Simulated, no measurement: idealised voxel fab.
This is a process module. Its name is voxel gate over fins.
Displayed cross-section: cut, width of 240 nm, square cells sized 5 nm.
We lay out every cross-section as a grid of square cells and spell it out in bands from the top down, where one band means one or more rows of cells.
The band entry comprises the height of the band's top followed by the height of its bottom, expressed in nm, and subsequently the band's materials from left to right, each stated together with its width in nm. Where a single material is marked with the word "throughout", that material fills the band from edge to edge. The word "blank" represents empty space.
Ref level 0: as-received wafer is one material below here. Bottom band extends down with no lower bound ("0 and below").
When a width is written as two numbers, as in "30->40", the first number is the width in the top row of cells of the band and the second is the width in its bottom row, and the width changes by the same amount from each row to the next.
What does "no alterations made" mean for a step? It means no cell of the cross-section changed in that step.
Any empty space of 8 cells or more lacking an open way to the top shows up in "Closed internal voids" as width x height at distance, distance from the left edge, in nm.
Where a step's line continues beyond its settings, the continuation is a remark by the simulator itself on that step.
overlay nm, on a step with a mask: how far to the right of its planned place the mask lay; to the left if negative
So here's the lineup of process steps we planned
1) RECEIVE,material Si
2) CONFORMAL_DEP,material SiN,thk nm 5
3) PATTERN,tone cover,mask id FINS,material resist,width nm 15,pitch nm 50,thk nm 15,overlay nm 0
4) DIRECTIONAL_ETCH,etch materials SiN,depth nm 5
5) DIRECTIONAL_ETCH,etch materials Si,depth nm 30
6) STRIP,etch materials resist
7) OXIDIZE,depth nm 5
8) FILL_DEP,material SiO2,thk nm 5
9) CMP,height nm 5
10) MASKED_ETCH,tone open,mask id RAIL,width nm 15,etch materials SiO2,depth nm 30,overlay nm 0
11) CONFORMAL_DEP,material TiN,thk nm 5
12) FILL_DEP,material W,thk nm 10
13) CMP,height nm 5
14) SELECTIVE_ETCH,etch materials W Ru TiN,depth nm 20
15) FILL_DEP,material SiO2,thk nm 5
16) CMP,height nm 5
17) SELECTIVE_ETCH,etch materials SiO2,depth nm 15
18) STRIP,etch materials SiN
19) CONFORMAL_DEP,material HfO2,thk nm 5
20) CONFORMAL_DEP,material TiN,thk nm 5
21) FILL_DEP,material W,thk nm 15
22) CMP,height nm 20
23) CONFORMAL_DEP,material SiN,thk nm 5
Wafer as received: cross-section following step 1
- 0 and below  Si throughout
- Closed internal voids: none
Starting wafer: above. Plan: above. Run: one mistake. Cross-section after the module: below
- 25 down to 20  SiN throughout
- 20 down to 10  W throughout
- 10 down to 5  75 nm W, 35 nm TiN, 15 nm W, 35 nm TiN, 80 nm W
- 5 down to 0  75 nm W, 5 nm TiN, 25 nm HfO2, 5 nm TiN, 15 nm W, 5 nm TiN, 25 nm HfO2, 5 nm TiN, 80 nm W
- 0 down to -5  80 nm TiN, 5 nm HfO2, 15 nm Si, 5 nm HfO2, 25 nm TiN, 5 nm HfO2, 15 nm Si, 5 nm HfO2, 85 nm TiN
- -5 down to -10  85 nm HfO2, 15 nm Si, 35 nm HfO2, 15 nm Si, 90 nm HfO2
- -10 down to -15  85 nm SiO2, 15 nm Si, 35 nm SiO2, 15 nm Si, 90 nm SiO2
- -15 down to -20  85 nm SiO2, 15 nm Si, 10 nm SiO2, 5 nm TiN, 5 nm W, 5 nm TiN, 10 nm SiO2, 15 nm Si, 90 nm SiO2
- -20 down to -25  85 nm SiO2, 15 nm Si, 10 nm SiO2, 15 nm TiN, 10 nm SiO2, 15 nm Si, 90 nm SiO2
- -25 down to -35  85 nm SiO2, 15 nm Si, 35 nm SiO2, 15 nm Si, 90 nm SiO2
- -35 and below  Si throughout
- Closed internal voids: none
Error vs. plan: rather than as planned, step 3 actually ran as PATTERN,tone cover,mask id FINS,material resist,width nm 25,pitch nm 50,thk nm 15,overlay nm 0
